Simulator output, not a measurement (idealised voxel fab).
The process module presented herein is designated voxel trench capacitor.
This is section cut - it's 255 nm across, gridded in 5 nm square cells.
In this document a cross-section is written as a grid of square cells. It is given as a series of bands, listed from the top down, and a band is one or more rows of cells. Top height, bottom height, nm. Materials left to right, width each, nm. Single material + "full width" = fills band edge to edge. "air" = empty. For the purposes of this specification, 0 denotes the height below which the wafer in its as-received condition is composed wholly of one material, and the lowermost band, lacking a lower limit, extends downward without end, as expressed in "0 down". The two numbers in a width such as "30 to 40" mark its ends across the band: the first belongs to the top row of cells, the second to the bottom row, and from each row to the next the width moves by the same amount. "everything unchanged" -> step changed no cross-section cell. The list in "Enclosed cavities" covers empty spaces of 8 cells or more that cannot reach the top through any open way, and it gives each as width x height at distance; the distance is from the left edge, and width, height and distance are in nm. On a step's line, text after the settings is the simulator commenting on that step. Regarding "overlay nm": on a step with a mask, it is the distance the mask lay to the right of its planned place; a negative value places it to the left.
The steps planned for the process are as follows:
1: RECEIVE with material Si
2: CONFORMAL_DEP with material SiN, thk nm 5
3: DIRECTIONAL_DEP with material aC, thk nm 10
4: PATTERN with tone open, mask id TRENCH, material resist, width nm 30, pitch nm 55, thk nm 25, overlay nm 0
5: DIRECTIONAL_ETCH with etch materials aC, depth nm 10
6: STRIP with etch materials resist
7: DIRECTIONAL_ETCH with etch materials SiN, depth nm 10
8: DIRECTIONAL_ETCH with etch materials Si, depth nm 40
9: STRIP with etch materials aC
10: CONFORMAL_DEP with material Al2O3, thk nm 5
11: CONFORMAL_DEP with material TiN, thk nm 5
12: FILL_DEP with material W, thk nm 5
13: CMP with height nm 10
Don't read the plan's thk nm for step 2 as applying to every wafer: that's the first wafer's value, and the wafers differ in it, though they all start identical.
First wafer of several, as received: cross-section after step 1:
	0 down | Si full width
	Enclosed cavities: none
Once step 13, the last step, is complete, the module is at its end; this is the cross-section of the first of several wafers:
	10 to 5 | 90 of Al2O3  5 of TiN  10 of W  5 of TiN  35 of Al2O3  5 of TiN  10 of W  5 of TiN  90 of Al2O3
	5 to 0 | 85 of SiN  5 of Al2O3  5 of TiN  10 of W  5 of TiN  5 of Al2O3  25 of SiN  5 of Al2O3  5 of TiN  10 of W  5 of TiN  5 of Al2O3  85 of SiN
	0 to -30 | 85 of Si  5 of Al2O3  5 of TiN  10 of W  5 of TiN  5 of Al2O3  25 of Si  5 of Al2O3  5 of TiN  10 of W  5 of TiN  5 of Al2O3  85 of Si
	-30 to -35 | 85 of Si  5 of Al2O3  20 of TiN  5 of Al2O3  25 of Si  5 of Al2O3  20 of TiN  5 of Al2O3  85 of Si
	-35 to -40 | 85 of Si  30 of Al2O3  25 of Si  30 of Al2O3  85 of Si
	-40 down | Si full width
	Enclosed cavities: none
X-section, last wafer, module end:
	10 to 0 | SiN full width
	0 down | Si full width
	Enclosed cavities: none
Per wafer, end of module: cells gained (+) or lost (-) per material since receipt, then closed voids:
thk nm 5 | +87 Al2O3 | -96 Si | +39 SiN | +40 TiN | +32 W | Enclosed cavities: none
thk nm 10 | +48 Al2O3 | -96 Si | +78 SiN | +40 TiN | +32 W | Enclosed cavities: none
thk nm 15 | +12 Al2O3 | +90 SiN | Enclosed cavities: none
thk nm 20 | +102 SiN | Enclosed cavities: none
thk nm 25 | +102 SiN | Enclosed cavities: none
